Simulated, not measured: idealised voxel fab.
Process module in this document: voxel ribs on slabs
Cross-section cut spans 260 nm and uses square cells 5 nm in size.
In this document a cross-section is written as a grid of square cells. It is given as a series of bands, listed from the top down, and a band is one or more rows of cells.
Heights first: top, then bottom, in nm. Then materials, left to right, each with a width in nm. "all across" on a single material: fills the band edge to edge. "air": empty space.
Convention: height 0 is the level below which the wafer, as received, is all one material. The lowest band does not terminate at the bottom but continues downward, represented as "0..down".
Think of "30 to 40" as a width that walks from the first number to the second as you go down the band, top row to bottom row, taking equal-sized steps from row to row.
"nothing was modified" -> step changed no cross-section cell.
Empty spaces without an open route to the top, at least 8 cells in extent, make up the entry "Fully sealed cavities"; each is given as width x height at distance, where the distance is measured from the left edge, and all are in nm.
On each step's line, the part that comes after the settings is the simulator's own comment on the step.
"overlay nm", when on a step's line for a step with a mask, measures how far to the right of its planned place the mask lay; a negative measure means to the left.
INTENDED PROCESS STEPS
1: RECEIVE with material Si
2: DIRECTIONAL_DEP with material SiO2, thk nm 20
3: DIRECTIONAL_DEP with material polySi, thk nm 25
4: MASKED_ETCH with tone cover, mask id RIB, width nm 20, etch materials polySi, depth nm 20, overlay nm 0
5: DIRECTIONAL_DEP with material aC, thk nm 15
6: PATTERN with tone cover, mask id SLAB, material resist, width nm 60, thk nm 35, overlay nm 0
7: DIRECTIONAL_ETCH with etch materials aC, depth nm 15
8: STRIP with etch materials resist
9: DIRECTIONAL_ETCH with etch materials polySi, depth nm 5
10: STRIP with etch materials aC
11: FILL_DEP with material SiO2, thk nm 15
12: CMP with height nm 55
13: DIRECTIONAL_DEP with material TiN, thk nm 5
14: DIRECTIONAL_DEP with material aC, thk nm 10
15: PATTERN with tone cover, mask id HEATER, material resist, width nm 30, thk nm 30, overlay nm 0
16: DIRECTIONAL_ETCH with etch materials aC, depth nm 10
17: STRIP with etch materials resist
18: DIRECTIONAL_ETCH with etch materials TiN, depth nm 5
19: STRIP with etch materials aC
20: CONFORMAL_DEP with material SiN, thk nm 10
CROSS-SECTION: WAFER ON ARRIVAL = AFTER STEP 1
- 0..down | Si all across
- Fully sealed cavities: none
END-OF-MODULE XS, FIRST OF TWO WAFERS, RUN AS PLANNED
- 70..65 | air (105); SiN (50); air (105)
- 65..60 | SiN all across
- 60..55 | SiN (115); TiN (30); SiN (115)
- 55..45 | SiO2 all across
- 45..25 | SiO2 (120); polySi (20); SiO2 (120)
- 25..20 | SiO2 (100); polySi (60); SiO2 (100)
- 20..0 | SiO2 all across
- 0..down | Si all across
- Fully sealed cavities: none
END-OF-MODULE CROSS-SECTION OF THE SECOND WAFER: IDENTICAL STARTING POINT AND PROCESS PLAN TO THE FIRST, WITH ONE PROCESSING MISTAKE
- 70..65 | air (105); SiN (50); air (105)
- 65..60 | SiN all across
- 60..55 | SiN (115); TiN (30); SiN (115)
- 55..40 | SiO2 all across
- 40..25 | SiO2 (120); polySi (20); SiO2 (120)
- 25..20 | polySi (100); SiO2 (20); polySi (20); SiO2 (20); polySi (100)
- 20..0 | SiO2 all across
- 0..down | Si all across
- Fully sealed cavities: none
Against the plan, the run slipped here: contrary to plan, step 6 was performed as PATTERN with tone open, mask id SLAB, material resist, width nm 60, thk nm 35, overlay nm 0
Cell-count delta at end, second wafer over first, by material: 28 fewer of SiO2; 28 more of polySi
